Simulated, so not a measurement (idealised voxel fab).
Process module, titled voxel air gaps
Xsec cut, 240 nm wide, square cell size 5 nm.
For the purposes of this document, a cross-section shall be understood as a grid of square cells, specified as bands listed in top-to-bottom order, each band consisting of one or more rows of cells. Band entry format. Leading values: height of top, height of bottom, nm. Remainder: materials in left-to-right order, each with its width in nm. Special words: "everywhere" on a single material, which then fills the band edge to edge; "empty", empty space. It should be noted that heights are counted from 0, beneath which the wafer as supplied is of one material throughout, and that the lowest band possesses no lower boundary but continues downward, as written in "0..down". Width "30->40": first value at the band's top row of cells, second value at its bottom row, equal change from row to row. Where the words "stayed the same" appear for a step, the cross-section shows no cell changed by that step; every cell remained as before. So "Listed closed voids" is basically the list of trapped voids: any empty space of 8 cells or more that can't reach the top through an opening. They're written width x height at distance, the distance being from the left edge, and it's all nm. Anything after a step's settings on that line? It's the simulator's own note about the step. "overlay nm" answers the question of how far to the right of plan the mask lay on a step that has a mask, and when it is negative the answer is to the left.
Intended process steps:
- 1: RECEIVE with material Si
- 2: CONFORMAL_DEP with material SiO2, thk nm 15
- 3: CONFORMAL_DEP with material SiCN, thk nm 5
- 4: DIRECTIONAL_DEP with material lowk, thk nm 30
- 5: PATTERN with tone open, mask id LINES, material resist, width nm 15, pitch nm 45, thk nm 20, overlay nm 0
- 6: DIRECTIONAL_ETCH with etch materials lowk, depth nm 30
- 7: STRIP with etch materials resist
- 8: CONFORMAL_DEP with material TiN, thk nm 5
- 9: FILL_DEP with material Cu, thk nm 10
- 10: CMP with height nm 50
- 11: EPI with material Ru, thk nm 10
- 12: SELECTIVE_ETCH with etch materials lowk, depth nm 40
- 13: CONFORMAL_DEP with material SiCN, thk nm 5
As-received state of the wafer in cross-section, equivalent to post-step 1:
- 0..down | Si everywhere
- Listed closed voids: none
Starting wafer: above. Plan: above. Run: one mistake. Cross-section after the module: below:
- 55..45 | SiCN everywhere
- 45..15 | lowk everywhere
- 15..0 | SiO2 everywhere
- 0..down | Si everywhere
- Listed closed voids: none
Nonconformance to the process plan: ran 3 and 4 in swapped order versus the plan
